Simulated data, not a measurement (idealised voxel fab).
process module | voxel quadruple lines
cross-section cut | 205 nm wide | cells 5 nm
A cross-section is a grid of square cells, given in bands from the top down. A band is one or more rows of cells.
Each band's line starts with the height of the band's top and of its bottom, in nm. Then come its materials from left to right, each with its width in nm. One material with "throughout" fills the band from edge to edge. "air" is empty space.
Height 0 is the level under which the wafer as received is all one material. The lowest band goes on downwards, as in "0 down".
A width such as "30 to 40" changes by the same amount from each row of cells to the next, from the band's top row to its bottom row.
"no change" after a step means that no cell of the cross-section changed.
closed voids: empty space of 8 cells or more with no open way to the top, each as width x height at its distance from the left edge, in nm
after a step's settings: what the simulator itself notes on the step
overlay nm, on a step with a mask: how far to the right of its planned place the mask lay; to the left if negative
plan
1 op RECEIVE | material Si
2 op CONFORMAL_DEP | material SiO2 | thk nm 5
3 op DIRECTIONAL_DEP | material Ru | thk nm 15
4 op DIRECTIONAL_DEP | material polySi | thk nm 15
5 op DIRECTIONAL_DEP | material aC | thk nm 20
6 op PATTERN | tone cover | mask id MANDREL | material resist | width nm 20 | pitch nm 60 | thk nm 25 | overlay nm 0
7 op DIRECTIONAL_ETCH | etch materials aC | depth nm 20
8 op STRIP | etch materials resist
9 op CONFORMAL_DEP | material SiO2 | thk nm 10
10 op DIRECTIONAL_ETCH | etch materials SiO2 | depth nm 10
11 op STRIP | etch materials aC
12 op DIRECTIONAL_ETCH | etch materials polySi | depth nm 15
13 op STRIP | etch materials SiO2
14 op CONFORMAL_DEP | material SiN | thk nm 5
15 op DIRECTIONAL_ETCH | etch materials SiN | depth nm 5
16 op STRIP | etch materials polySi
17 op DIRECTIONAL_ETCH | etch materials Ru | depth nm 15
18 op STRIP | etch materials SiN
as received, after step 1
  0 down: Si throughout
  closed voids: none
first wafer at the end, as planned
  20 to 5: air 45 | Ru 5 | air 10 | Ru 5 | air 10 | Ru 5 | air 10 | Ru 5 | air 10 | Ru 5 | air 10 | Ru 5 | air 10 | Ru 5 | air 10 | Ru 5 | air 50
  5 to 0: SiO2 throughout
  0 down: Si throughout
  closed voids: none
second wafer at the end: like start, like plan, one mistake
  35 to 20: air 45 | Ru 5 | air 10 | Ru 5 | air 10 | Ru 5 | air 10 | Ru 5 | air 10 | Ru 5 | air 10 | Ru 5 | air 10 | Ru 5 | air 10 | Ru 5 | air 50
  20 to 5: Ru throughout
  5 to 0: SiO2 throughout
  0 down: Si throughout
  closed voids: none
what went wrong: step 3 was run twice
at the end the second wafer has, in cells: 123 more of Ru
